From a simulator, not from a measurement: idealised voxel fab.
Name of the process module below: voxel wiring stack
250 nm wide, 5 nm square cells: that's cross-section cut.
Cross-section layout: square cells on a grid; listed as bands, top to bottom; a band spans one or more cell rows. Basically the band line says how high the top is and how high the bottom is, in nm, and then what's in it from left to right, every material with its width in nm. Empty space shows up as "empty", and if a single material carries "everywhere" it runs the full band edge to edge. Beneath 0, the wafer as received is one material, and that level is where height counting begins. The lowest band goes on downward without a bottom; it is written like "top 0, no bottom". A width given as "30->40" starts at the first number in the band's top row and ends at the second number in its bottom row, shifting by an equal amount at every step from row to row. When a step is marked "left unchanged", none of the cells in the cross-section changed during that step. Reported under the label "Entrapped voids" are the empty spaces having no open way to the top and comprising 8 cells or more; the notation for each is width x height at distance, in which the distance is measured from the left edge and all three values are in nm. If you see something after the settings on a step's line, that's the simulator's own remark about that step. overlay nm: mask offset rightward from planned place, masked step; negative means leftward offset.
[Here's what the planned process steps look like]
1: RECEIVE,material Si
2: CONFORMAL_DEP,material SiO2,thk nm 10
3: CONFORMAL_DEP,material SiN,thk nm 5
4: DIRECTIONAL_DEP,material SiO2,thk nm 15
5: MASKED_ETCH,tone open,mask id METAL_1,width nm 15,pitch nm 50,etch materials SiO2,depth nm 15,overlay nm 0
6: MASKED_ETCH,tone open,mask id METAL_1,width nm 25,pitch nm 50,etch materials SiN,depth nm 5,overlay nm 0
7: CONFORMAL_DEP,material TiN,thk nm 5
8: FILL_DEP,material Cu,thk nm 10
9: CMP,height nm 30
10: EPI,material Ru,thk nm 5
11: FILL_DEP,material SiCN,thk nm 5
12: DIRECTIONAL_DEP,material lowk,thk nm 15
13: MASKED_ETCH,tone open,mask id PLUG_1,width nm 15,pitch nm 50,etch materials lowk,depth nm 15,overlay nm 0
14: MASKED_ETCH,tone open,mask id PLUG_1,width nm 15,pitch nm 50,etch materials SiCN,depth nm 5,overlay nm 0
15: EPI,material Ru,thk nm 10
16: EPI,material Ru,thk nm 10
17: CONFORMAL_DEP,material SiN,thk nm 5
18: DIRECTIONAL_DEP,material SiO2,thk nm 25
19: PATTERN,tone open,mask id METAL_2,material resist,width nm 25,pitch nm 50,thk nm 20,overlay nm 0
20: DIRECTIONAL_ETCH,etch materials SiO2,depth nm 25
21: DIRECTIONAL_ETCH,etch materials SiN,depth nm 5
22: STRIP,etch materials resist
23: CONFORMAL_DEP,material TiN,thk nm 5
24: FILL_DEP,material Cu,thk nm 5
25: CMP,height nm 85
26: CONFORMAL_DEP,material SiN,thk nm 5
The value of width nm given for step 5 in the plan refers to the first wafer; the wafers vary in this setting and are alike at the start.
[The first of several wafers, as received after step 1, seen in section]
* top 0, no bottom: Si everywhere
* Entrapped voids: none
[First of several wafers, sectioned at end of module (last step: step 26)]
* top 90, bottom 85: SiN everywhere
* top 85, bottom 60: SiO2 (85) | TiN (5) | Cu (15) | TiN (5) | SiO2 (25) | TiN (5) | Cu (15) | TiN (5) | SiO2 (90)
* top 60, bottom 55: SiN (85) | TiN (25) | SiN (25) | TiN (25) | SiN (90)
* top 55, bottom 40: lowk (85) | Ru (15) | lowk (35) | Ru (15) | lowk (100)
* top 40, bottom 30: SiCN (85) | Ru (15->25) | SiCN (35->25) | Ru (15->25) | SiCN (100->90)
* top 30, bottom 15: SiO2 (90) | TiN (5) | Cu (5) | TiN (5) | SiO2 (35) | TiN (5) | Cu (5) | TiN (5) | SiO2 (95)
* top 15, bottom 10: SiN (90) | TiN (15) | SiN (35) | TiN (15) | SiN (95)
* top 10, bottom 0: SiO2 everywhere
* top 0, no bottom: Si everywhere
* Entrapped voids: none
[A cross-section through the last wafer at the close of the module]
* top 90, bottom 85: SiN everywhere
* top 85, bottom 60: SiO2 (85) | TiN (5) | Cu (15) | TiN (5) | SiO2 (25) | TiN (5) | Cu (15) | TiN (5) | SiO2 (90)
* top 60, bottom 55: SiN (85) | TiN (25) | SiN (25) | TiN (25) | SiN (90)
* top 55, bottom 40: lowk (85) | Ru (15) | lowk (35) | Ru (15) | lowk (100)
* top 40, bottom 30: SiCN (85->75) | Ru (15->45) | SiCN (35->5) | Ru (15->45) | SiCN (100->80)
* top 30, bottom 20: SiO2 (80) | TiN (5) | Cu (25) | TiN (5) | SiO2 (15) | TiN (5) | Cu (25) | TiN (5) | SiO2 (85)
* top 20, bottom 15: SiO2 (80) | TiN (10) | Cu (15) | TiN (10) | SiO2 (15) | TiN (10) | Cu (15) | TiN (10) | SiO2 (85)
* top 15, bottom 10: SiN (85) | TiN (25) | SiN (25) | TiN (25) | SiN (90)
* top 10, bottom 0: SiO2 everywhere
* top 0, no bottom: Si everywhere
* Entrapped voids: none
[Wafer rows, end of module: cells per material gained (+) or lost (-) since receipt; closed voids last]
width nm 15, +36 Cu, +34 Ru, +84 SiCN, +134 SiN, +432 SiO2, +48 TiN, +132 lowk, Entrapped voids: none
width nm 20, +42 Cu, +36 Ru, +82 SiCN, +132 SiN, +426 SiO2, +50 TiN, +132 lowk, Entrapped voids: none
width nm 25, +48 Cu, +38 Ru, +80 SiCN, +130 SiN, +420 SiO2, +52 TiN, +132 lowk, Entrapped voids: none
width nm 30, +52 Cu, +40 Ru, +78 SiCN, +130 SiN, +414 SiO2, +54 TiN, +132 lowk, Entrapped voids: none
width nm 35, +56 Cu, +42 Ru, +76 SiCN, +130 SiN, +408 SiO2, +56 TiN, +132 lowk, Entrapped voids: none
